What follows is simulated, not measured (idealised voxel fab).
Documented hereafter: the process module known as voxel wiring stack.
Each square cell in cross-section cut measures 5 nm, and the section as a whole is 140 nm wide.
Format of a cross-section: grid, square cells. Given as bands. Order: top down. Band: one or more rows of cells. Each band's line starts with the height of the band's top and of its bottom, in nm. Then come its materials from left to right, each with its width in nm. One material with "all across" fills the band from edge to edge. "empty" is empty space. Heights are measured from 0, the level below which the as-received wafer is all one material; the lowest band has no bottom and continues downward, written as in "z 0 and below". A width such as "30..40" changes by the same amount from each row of cells to the next, from the band's top row to its bottom row. Step note "left unchanged" = no cross-section cell changed. Each empty space that has no open way to the top and spans at least 8 cells appears under "Closed internal voids" as width x height at distance, the distance counted from the left edge, all in nm. On a step's line, text after the settings is the simulator commenting on that step. Regarding "overlay nm": on a step with a mask, it is the distance the mask lay to the right of its planned place; a negative value places it to the left.
**List of planned process steps**
1,RECEIVE | material Si
2,CONFORMAL_DEP | material SiO2 | thk nm 10
3,DIRECTIONAL_DEP | material TiN | thk nm 5
4,DIRECTIONAL_DEP | material W | thk nm 20
5,PATTERN | tone cover | mask id METAL_1 | material resist | width nm 25 | pitch nm 55 | thk nm 15 | overlay nm 0
6,DIRECTIONAL_ETCH | etch materials W | depth nm 20
7,DIRECTIONAL_ETCH | etch materials TiN | depth nm 5
8,STRIP | etch materials resist
9,CONFORMAL_DEP | material SiCN | thk nm 5
10,FILL_DEP | material lowk | thk nm 5
11,CMP | height nm 35
12,CONFORMAL_DEP | material SiCN | thk nm 5
13,DIRECTIONAL_DEP | material lowk | thk nm 20
14,PATTERN | tone open | mask id PLUG_1 | material resist | width nm 15 | pitch nm 55 | thk nm 15 | overlay nm 0
15,DIRECTIONAL_ETCH | etch materials lowk | depth nm 20
16,DIRECTIONAL_ETCH | etch materials SiCN | depth nm 5
17,STRIP | etch materials resist
18,CONFORMAL_DEP | material TiN | thk nm 5
19,FILL_DEP | material Cu | thk nm 5
20,CMP | height nm 60
21,DIRECTIONAL_DEP | material TiN | thk nm 5
22,DIRECTIONAL_DEP | material Ru | thk nm 20
23,PATTERN | tone cover | mask id METAL_2 | material resist | width nm 25 | pitch nm 55 | thk nm 20 | overlay nm 0
24,DIRECTIONAL_ETCH | etch materials Ru | depth nm 20
25,DIRECTIONAL_ETCH | etch materials TiN | depth nm 5
26,STRIP | etch materials resist
27,CONFORMAL_DEP | material SiCN | thk nm 5
28,FILL_DEP | material SiO2 | thk nm 10
29,CMP | height nm 85
30,CONFORMAL_DEP | material SiCN | thk nm 5
31,DIRECTIONAL_DEP | material lowk | thk nm 35
32,DIRECTIONAL_DEP | material aC | thk nm 10
33,PATTERN | tone open | mask id METAL_3_HOLES | material resist | width nm 15 | thk nm 25 | overlay nm 0
34,DIRECTIONAL_ETCH | etch materials aC | depth nm 10
35,STRIP | etch materials resist
36,DIRECTIONAL_ETCH | etch materials lowk | depth nm 35
37,STRIP | etch materials aC
38,PATTERN | tone open | mask id METAL_3 | material resist | width nm 25 | pitch nm 55 | thk nm 15 | overlay nm 0
39,DIRECTIONAL_ETCH | etch materials lowk | depth nm 20
40,DIRECTIONAL_ETCH | etch materials SiCN | depth nm 5
41,STRIP | etch materials resist
42,CONFORMAL_DEP | material TiN | thk nm 5
43,FILL_DEP | material Cu | thk nm 10
44,CMP | height nm 125
45,CONFORMAL_DEP | material SiCN | thk nm 5
**First of two wafers - as planned**
**As-received state of the wafer in cross-section, equivalent to post-step 1**
> z 0 and below | Si all across
> Closed internal voids: none
**The wafer in cross-section once step 2 is complete**
> z 10 to 0 | SiO2 all across
> Note: structure below 0 unchanged.
**The wafer in cross-section once step 3 is complete**
> z 15 to 10 | TiN all across
> Note: structure below 10 unchanged.
**The wafer in cross-section once step 4 is complete**
> z 35 to 15 | W all across
> Note: structure below 15 unchanged.
**The wafer in cross-section once step 5 is complete**
> z 50 to 35 | empty 30 nm, then resist 25 nm, then empty 30 nm, then resist 25 nm, then empty 30 nm
> Note: structure below 35 unchanged.
**The wafer in cross-section once step 6 is complete**
> z 50 to 35 | empty 30 nm, then resist 25 nm, then empty 30 nm, then resist 25 nm, then empty 30 nm
> z 35 to 15 | empty 30 nm, then W 25 nm, then empty 30 nm, then W 25 nm, then empty 30 nm
> Note: structure below 15 unchanged.
**The wafer in cross-section once step 7 is complete**
> z 50 to 35 | empty 30 nm, then resist 25 nm, then empty 30 nm, then resist 25 nm, then empty 30 nm
> z 35 to 15 | empty 30 nm, then W 25 nm, then empty 30 nm, then W 25 nm, then empty 30 nm
> z 15 to 10 | empty 30 nm, then TiN 25 nm, then empty 30 nm, then TiN 25 nm, then empty 30 nm
> Note: structure below 10 unchanged.
**The wafer in cross-section once step 8 is complete**
> z 35 to 15 | empty 30 nm, then W 25 nm, then empty 30 nm, then W 25 nm, then empty 30 nm
> Note: structure below 15 unchanged.
**The wafer in cross-section once step 9 is complete**
> z 40 to 35 | empty 25 nm, then SiCN 35 nm, then empty 20 nm, then SiCN 35 nm, then empty 25 nm
> z 35 to 15 | empty 25 nm, then SiCN 5 nm, then W 25 nm, then SiCN 5 nm, then empty 20 nm, then SiCN 5 nm, then W 25 nm, then SiCN 5 nm, then empty 25 nm
> z 15 to 10 | SiCN 30 nm, then TiN 25 nm, then SiCN 30 nm, then TiN 25 nm, then SiCN 30 nm
> Note: structure below 10 unchanged.
**The wafer in cross-section once step 10 is complete**
> z 45 to 40 | lowk all across
> z 40 to 35 | lowk 25 nm, then SiCN 35 nm, then lowk 20 nm, then SiCN 35 nm, then lowk 25 nm
> z 35 to 15 | lowk 25 nm, then SiCN 5 nm, then W 25 nm, then SiCN 5 nm, then lowk 20 nm, then SiCN 5 nm, then W 25 nm, then SiCN 5 nm, then lowk 25 nm
> Note: structure below 15 unchanged.
**The wafer in cross-section once step 11 is complete**
> z 35 to 15 | lowk 25 nm, then SiCN 5 nm, then W 25 nm, then SiCN 5 nm, then lowk 20 nm, then SiCN 5 nm, then W 25 nm, then SiCN 5 nm, then lowk 25 nm
> Note: structure below 15 unchanged.
**The wafer in cross-section once step 12 is complete**
> z 40 to 35 | SiCN all across
> Note: structure below 35 unchanged.
**The wafer in cross-section once step 13 is complete**
> z 60 to 40 | lowk all across
> Note: structure below 40 unchanged.
**The wafer in cross-section once step 14 is complete**
> z 75 to 60 | resist 30 nm, then empty 15 nm, then resist 40 nm, then empty 15 nm, then resist 40 nm
> Note: structure below 60 unchanged.
**The wafer in cross-section once step 15 is complete**
> z 75 to 60 | resist 30 nm, then empty 15 nm, then resist 40 nm, then empty 15 nm, then resist 40 nm
> z 60 to 40 | lowk 30 nm, then empty 15 nm, then lowk 40 nm, then empty 15 nm, then lowk 40 nm
> Note: structure below 40 unchanged.
**The wafer in cross-section once step 16 is complete**
> z 75 to 60 | resist 30 nm, then empty 15 nm, then resist 40 nm, then empty 15 nm, then resist 40 nm
> z 60 to 40 | lowk 30 nm, then empty 15 nm, then lowk 40 nm, then empty 15 nm, then lowk 40 nm
> z 40 to 35 | SiCN 30 nm, then empty 15 nm, then SiCN 40 nm, then empty 15 nm, then SiCN 40 nm
> Note: structure below 35 unchanged.
**The wafer in cross-section once step 17 is complete**
> z 60 to 40 | lowk 30 nm, then empty 15 nm, then lowk 40 nm, then empty 15 nm, then lowk 40 nm
> Note: structure below 40 unchanged.
**The wafer in cross-section once step 18 is complete**
> z 65 to 60 | TiN 35 nm, then empty 5 nm, then TiN 50 nm, then empty 5 nm, then TiN 45 nm
> z 60 to 40 | lowk 30 nm, then TiN 5 nm, then empty 5 nm, then TiN 5 nm, then lowk 40 nm, then TiN 5 nm, then empty 5 nm, then TiN 5 nm, then lowk 40 nm
> z 40 to 35 | SiCN 30 nm, then TiN 15 nm, then SiCN 40 nm, then TiN 15 nm, then SiCN 40 nm
> Note: structure below 35 unchanged.
**The wafer in cross-section once step 19 is complete**
> z 70 to 65 | Cu all across
> z 65 to 60 | TiN 35 nm, then Cu 5 nm, then TiN 50 nm, then Cu 5 nm, then TiN 45 nm
> z 60 to 40 | lowk 30 nm, then TiN 5 nm, then Cu 5 nm, then TiN 5 nm, then lowk 40 nm, then TiN 5 nm, then Cu 5 nm, then TiN 5 nm, then lowk 40 nm
> Note: structure below 40 unchanged.
**The wafer in cross-section once step 20 is complete**
> z 60 to 40 | lowk 30 nm, then TiN 5 nm, then Cu 5 nm, then TiN 5 nm, then lowk 40 nm, then TiN 5 nm, then Cu 5 nm, then TiN 5 nm, then lowk 40 nm
> Note: structure below 40 unchanged.
**The wafer in cross-section once step 21 is complete**
> z 65 to 60 | TiN all across
> Note: structure below 60 unchanged.
**The wafer in cross-section once step 22 is complete**
> z 85 to 65 | Ru all across
> Note: structure below 65 unchanged.
**The wafer in cross-section once step 23 is complete**
> z 105 to 85 | empty 30 nm, then resist 25 nm, then empty 30 nm, then resist 25 nm, then empty 30 nm
> Note: structure below 85 unchanged.
**The wafer in cross-section once step 24 is complete**
> z 105 to 85 | empty 30 nm, then resist 25 nm, then empty 30 nm, then resist 25 nm, then empty 30 nm
> z 85 to 65 | empty 30 nm, then Ru 25 nm, then empty 30 nm, then Ru 25 nm, then empty 30 nm
> Note: structure below 65 unchanged.
**The wafer in cross-section once step 25 is complete**
> z 105 to 85 | empty 30 nm, then resist 25 nm, then empty 30 nm, then resist 25 nm, then empty 30 nm
> z 85 to 65 | empty 30 nm, then Ru 25 nm, then empty 30 nm, then Ru 25 nm, then empty 30 nm
> z 65 to 60 | empty 30 nm, then TiN 25 nm, then empty 30 nm, then TiN 25 nm, then empty 30 nm
> Note: structure below 60 unchanged.
**The wafer in cross-section once step 26 is complete**
> z 85 to 65 | empty 30 nm, then Ru 25 nm, then empty 30 nm, then Ru 25 nm, then empty 30 nm
> Note: structure below 65 unchanged.
**The wafer in cross-section once step 27 is complete**
> z 90 to 85 | empty 25 nm, then SiCN 35 nm, then empty 20 nm, then SiCN 35 nm, then empty 25 nm
> z 85 to 65 | empty 25 nm, then SiCN 5 nm, then Ru 25 nm, then SiCN 5 nm, then empty 20 nm, then SiCN 5 nm, then Ru 25 nm, then SiCN 5 nm, then empty 25 nm
> z 65 to 60 | SiCN 30 nm, then TiN 25 nm, then SiCN 30 nm, then TiN 25 nm, then SiCN 30 nm
> Note: structure below 60 unchanged.
**The wafer in cross-section once step 28 is complete**
> z 100 to 90 | SiO2 all across
> z 90 to 85 | SiO2 25 nm, then SiCN 35 nm, then SiO2 20 nm, then SiCN 35 nm, then SiO2 25 nm
> z 85 to 65 | SiO2 25 nm, then SiCN 5 nm, then Ru 25 nm, then SiCN 5 nm, then SiO2 20 nm, then SiCN 5 nm, then Ru 25 nm, then SiCN 5 nm, then SiO2 25 nm
> Note: structure below 65 unchanged.
**The wafer in cross-section once step 29 is complete**
> z 85 to 65 | SiO2 25 nm, then SiCN 5 nm, then Ru 25 nm, then SiCN 5 nm, then SiO2 20 nm, then SiCN 5 nm, then Ru 25 nm, then SiCN 5 nm, then SiO2 25 nm
> Note: structure below 65 unchanged.
**The wafer in cross-section once step 30 is complete**
> z 90 to 85 | SiCN all across
> Note: structure below 85 unchanged.
**The wafer in cross-section once step 31 is complete**
> z 125 to 90 | lowk all across
> Note: structure below 90 unchanged.
**The wafer in cross-section once step 32 is complete**
> z 135 to 125 | aC all across
> Note: structure below 125 unchanged.
**The wafer in cross-section once step 33 is complete**
> z 160 to 135 | resist 30 nm, then empty 15 nm, then resist 95 nm
> Note: structure below 135 unchanged.
**The wafer in cross-section once step 34 is complete**
> z 150 to 135 | resist 30 nm, then empty 15 nm, then resist 95 nm
> z 135 to 125 | aC 30 nm, then empty 15 nm, then aC 95 nm
> Note: structure below 125 unchanged.
**The wafer in cross-section once step 35 is complete**
> z 135 to 125 | aC 30 nm, then empty 15 nm, then aC 95 nm
> Note: structure below 125 unchanged.
**The wafer in cross-section once step 36 is complete**
> z 135 to 125 | aC 30 nm, then empty 15 nm, then aC 95 nm
> z 125 to 90 | lowk 30 nm, then empty 15 nm, then lowk 95 nm
> Note: structure below 90 unchanged.
**The wafer in cross-section once step 37 is complete**
> z 125 to 90 | lowk 30 nm, then empty 15 nm, then lowk 95 nm
> Note: structure below 90 unchanged.
**The wafer in cross-section once step 38 is complete**
> z 140 to 125 | resist 30 nm, then empty 25 nm, then resist 30 nm, then empty 25 nm, then resist 30 nm
> Note: structure below 125 unchanged.
**The wafer in cross-section once step 39 is complete**
> z 140 to 125 | resist 30 nm, then empty 25 nm, then resist 30 nm, then empty 25 nm, then resist 30 nm
> z 125 to 105 | lowk 30 nm, then empty 25 nm, then lowk 30 nm, then empty 25 nm, then lowk 30 nm
> Note: structure below 105 unchanged.
**The wafer in cross-section once step 40 is complete**
> z 140 to 125 | resist 30 nm, then empty 25 nm, then resist 30 nm, then empty 25 nm, then resist 30 nm
> z 125 to 105 | lowk 30 nm, then empty 25 nm, then lowk 30 nm, then empty 25 nm, then lowk 30 nm
> z 105 to 90 | lowk 30 nm, then empty 15 nm, then lowk 95 nm
> z 90 to 85 | SiCN 30 nm, then empty 15 nm, then SiCN 95 nm
> Note: structure below 85 unchanged.
**The wafer in cross-section once step 41 is complete**
> z 125 to 105 | lowk 30 nm, then empty 25 nm, then lowk 30 nm, then empty 25 nm, then lowk 30 nm
> Note: structure below 105 unchanged.
**The wafer in cross-section once step 42 is complete**
> z 130 to 125 | TiN 35 nm, then empty 15 nm, then TiN 40 nm, then empty 15 nm, then TiN 35 nm
> z 125 to 110 | lowk 30 nm, then TiN 5 nm, then empty 15 nm, then TiN 5 nm, then lowk 30 nm, then TiN 5 nm, then empty 15 nm, then TiN 5 nm, then lowk 30 nm
> z 110 to 105 | lowk 30 nm, then TiN 5 nm, then empty 5 nm, then TiN 15 nm, then lowk 30 nm, then TiN 25 nm, then lowk 30 nm
> z 105 to 90 | lowk 30 nm, then TiN 5 nm, then empty 5 nm, then TiN 5 nm, then lowk 95 nm
> z 90 to 85 | SiCN 30 nm, then TiN 15 nm, then SiCN 95 nm
> Note: structure below 85 unchanged.
**The wafer in cross-section once step 43 is complete**
> z 140 to 130 | Cu all across
> z 130 to 125 | TiN 35 nm, then Cu 15 nm, then TiN 40 nm, then Cu 15 nm, then TiN 35 nm
> z 125 to 110 | lowk 30 nm, then TiN 5 nm, then Cu 15 nm, then TiN 5 nm, then lowk 30 nm, then TiN 5 nm, then Cu 15 nm, then TiN 5 nm, then lowk 30 nm
> z 110 to 105 | lowk 30 nm, then TiN 5 nm, then Cu 5 nm, then TiN 15 nm, then lowk 30 nm, then TiN 25 nm, then lowk 30 nm
> z 105 to 90 | lowk 30 nm, then TiN 5 nm, then Cu 5 nm, then TiN 5 nm, then lowk 95 nm
> Note: structure below 90 unchanged.
**The wafer in cross-section once step 44 is complete**
> z 125 to 110 | lowk 30 nm, then TiN 5 nm, then Cu 15 nm, then TiN 5 nm, then lowk 30 nm, then TiN 5 nm, then Cu 15 nm, then TiN 5 nm, then lowk 30 nm
> Note: structure below 110 unchanged.
**The wafer in cross-section once step 45 is complete**
> z 130 to 125 | SiCN all across
> Note: structure below 125 unchanged.
**Wafer two. Same start, same plan, one slip in execution. Same as wafer one through step 21, inclusive**
**Cross-sectional representation of the second wafer at the time designated in the plan for the completion of step 22**
> z 75 to 65 | Ru all across
> Note: structure below 65 unchanged.
**Cross-sectional representation of the second wafer at the time designated in the plan for the completion of step 23**
> z 95 to 75 | empty 30 nm, then resist 25 nm, then empty 30 nm, then resist 25 nm, then empty 30 nm
> Note: structure below 75 unchanged.
**Cross-sectional representation of the second wafer at the time designated in the plan for the completion of step 24**
> z 95 to 75 | empty 30 nm, then resist 25 nm, then empty 30 nm, then resist 25 nm, then empty 30 nm
> z 75 to 65 | empty 30 nm, then Ru 25 nm, then empty 30 nm, then Ru 25 nm, then empty 30 nm
> Note: structure below 65 unchanged.
**Cross-sectional representation of the second wafer at the time designated in the plan for the completion of step 25**
> z 95 to 75 | empty 30 nm, then resist 25 nm, then empty 30 nm, then resist 25 nm, then empty 30 nm
> z 75 to 65 | empty 30 nm, then Ru 25 nm, then empty 30 nm, then Ru 25 nm, then empty 30 nm
> z 65 to 60 | empty 30 nm, then TiN 25 nm, then empty 30 nm, then TiN 25 nm, then empty 30 nm
> Note: structure below 60 unchanged.
**Cross-sectional representation of the second wafer at the time designated in the plan for the completion of step 26**
> z 75 to 65 | empty 30 nm, then Ru 25 nm, then empty 30 nm, then Ru 25 nm, then empty 30 nm
> Note: structure below 65 unchanged.
**Cross-sectional representation of the second wafer at the time designated in the plan for the completion of step 27**
> z 80 to 75 | empty 25 nm, then SiCN 35 nm, then empty 20 nm, then SiCN 35 nm, then empty 25 nm
> z 75 to 65 | empty 25 nm, then SiCN 5 nm, then Ru 25 nm, then SiCN 5 nm, then empty 20 nm, then SiCN 5 nm, then Ru 25 nm, then SiCN 5 nm, then empty 25 nm
> z 65 to 60 | SiCN 30 nm, then TiN 25 nm, then SiCN 30 nm, then TiN 25 nm, then SiCN 30 nm
> Note: structure below 60 unchanged.
**Cross-sectional representation of the second wafer at the time designated in the plan for the completion of step 28**
> z 90 to 80 | SiO2 all across
> z 80 to 75 | SiO2 25 nm, then SiCN 35 nm, then SiO2 20 nm, then SiCN 35 nm, then SiO2 25 nm
> z 75 to 65 | SiO2 25 nm, then SiCN 5 nm, then Ru 25 nm, then SiCN 5 nm, then SiO2 20 nm, then SiCN 5 nm, then Ru 25 nm, then SiCN 5 nm, then SiO2 25 nm
> Note: structure below 65 unchanged.
**Cross-sectional representation of the second wafer at the time designated in the plan for the completion of step 29**
> z 85 to 80 | SiO2 all across
> Note: structure below 80 unchanged.
**Cross-sectional representation of the second wafer at the time designated in the plan for the completion of step 30**
> z 90 to 85 | SiCN all across
> Note: structure below 85 unchanged.
**Cross-sectional representation of the second wafer at the time designated in the plan for the completion of step 31**
> z 125 to 90 | lowk all across
> Note: structure below 90 unchanged.
**Cross-sectional representation of the second wafer at the time designated in the plan for the completion of step 32**
> z 135 to 125 | aC all across
> Note: structure below 125 unchanged.
**Cross-sectional representation of the second wafer at the time designated in the plan for the completion of step 33**
> z 160 to 135 | resist 30 nm, then empty 15 nm, then resist 95 nm
> Note: structure below 135 unchanged.
**Cross-sectional representation of the second wafer at the time designated in the plan for the completion of step 34**
> z 150 to 135 | resist 30 nm, then empty 15 nm, then resist 95 nm
> z 135 to 125 | aC 30 nm, then empty 15 nm, then aC 95 nm
> Note: structure below 125 unchanged.
**Cross-sectional representation of the second wafer at the time designated in the plan for the completion of step 35**
> z 135 to 125 | aC 30 nm, then empty 15 nm, then aC 95 nm
> Note: structure below 125 unchanged.
**Cross-sectional representation of the second wafer at the time designated in the plan for the completion of step 36**
> z 135 to 125 | aC 30 nm, then empty 15 nm, then aC 95 nm
> z 125 to 90 | lowk 30 nm, then empty 15 nm, then lowk 95 nm
> Note: structure below 90 unchanged.
**Cross-sectional representation of the second wafer at the time designated in the plan for the completion of step 37**
> z 125 to 90 | lowk 30 nm, then empty 15 nm, then lowk 95 nm
> Note: structure below 90 unchanged.
**Cross-sectional representation of the second wafer at the time designated in the plan for the completion of step 38**
> z 140 to 125 | resist 30 nm, then empty 25 nm, then resist 30 nm, then empty 25 nm, then resist 30 nm
> Note: structure below 125 unchanged.
**Cross-sectional representation of the second wafer at the time designated in the plan for the completion of step 39**
> z 140 to 125 | resist 30 nm, then empty 25 nm, then resist 30 nm, then empty 25 nm, then resist 30 nm
> z 125 to 105 | lowk 30 nm, then empty 25 nm, then lowk 30 nm, then empty 25 nm, then lowk 30 nm
> Note: structure below 105 unchanged.
**Cross-sectional representation of the second wafer at the time designated in the plan for the completion of step 40**
> z 140 to 125 | resist 30 nm, then empty 25 nm, then resist 30 nm, then empty 25 nm, then resist 30 nm
> z 125 to 105 | lowk 30 nm, then empty 25 nm, then lowk 30 nm, then empty 25 nm, then lowk 30 nm
> z 105 to 90 | lowk 30 nm, then empty 15 nm, then lowk 95 nm
> z 90 to 85 | SiCN 30 nm, then empty 15 nm, then SiCN 95 nm
> Note: structure below 85 unchanged.
**Cross-sectional representation of the second wafer at the time designated in the plan for the completion of step 41**
> z 125 to 105 | lowk 30 nm, then empty 25 nm, then lowk 30 nm, then empty 25 nm, then lowk 30 nm
> Note: structure below 105 unchanged.
**Cross-sectional representation of the second wafer at the time designated in the plan for the completion of step 42**
> z 130 to 125 | TiN 35 nm, then empty 15 nm, then TiN 40 nm, then empty 15 nm, then TiN 35 nm
> z 125 to 110 | lowk 30 nm, then TiN 5 nm, then empty 15 nm, then TiN 5 nm, then lowk 30 nm, then TiN 5 nm, then empty 15 nm, then TiN 5 nm, then lowk 30 nm
> z 110 to 105 | lowk 30 nm, then TiN 5 nm, then empty 5 nm, then TiN 15 nm, then lowk 30 nm, then TiN 25 nm, then lowk 30 nm
> z 105 to 90 | lowk 30 nm, then TiN 5 nm, then empty 5 nm, then TiN 5 nm, then lowk 95 nm
> z 90 to 85 | SiCN 30 nm, then TiN 15 nm, then SiCN 95 nm
> Note: structure below 85 unchanged.
**Cross-sectional representation of the second wafer at the time designated in the plan for the completion of step 43**
> z 140 to 130 | Cu all across
> z 130 to 125 | TiN 35 nm, then Cu 15 nm, then TiN 40 nm, then Cu 15 nm, then TiN 35 nm
> z 125 to 110 | lowk 30 nm, then TiN 5 nm, then Cu 15 nm, then TiN 5 nm, then lowk 30 nm, then TiN 5 nm, then Cu 15 nm, then TiN 5 nm, then lowk 30 nm
> z 110 to 105 | lowk 30 nm, then TiN 5 nm, then Cu 5 nm, then TiN 15 nm, then lowk 30 nm, then TiN 25 nm, then lowk 30 nm
> z 105 to 90 | lowk 30 nm, then TiN 5 nm, then Cu 5 nm, then TiN 5 nm, then lowk 95 nm
> Note: structure below 90 unchanged.
**Cross-sectional representation of the second wafer at the time designated in the plan for the completion of step 44**
> z 125 to 110 | lowk 30 nm, then TiN 5 nm, then Cu 15 nm, then TiN 5 nm, then lowk 30 nm, then TiN 5 nm, then Cu 15 nm, then TiN 5 nm, then lowk 30 nm
> Note: structure below 110 unchanged.
**Cross-sectional representation of the second wafer at the time designated in the plan for the completion of step 45**
> z 130 to 125 | SiCN all across
> Note: structure below 125 unchanged.
Deviation noted in wafer processing: step 22 ran differently from the plan; actual operation with settings: DIRECTIONAL_DEP | material Ru | thk nm 10
Cell-count delta at end, second wafer over first, by material: -20 Ru | +6 SiCN | +14 SiO2
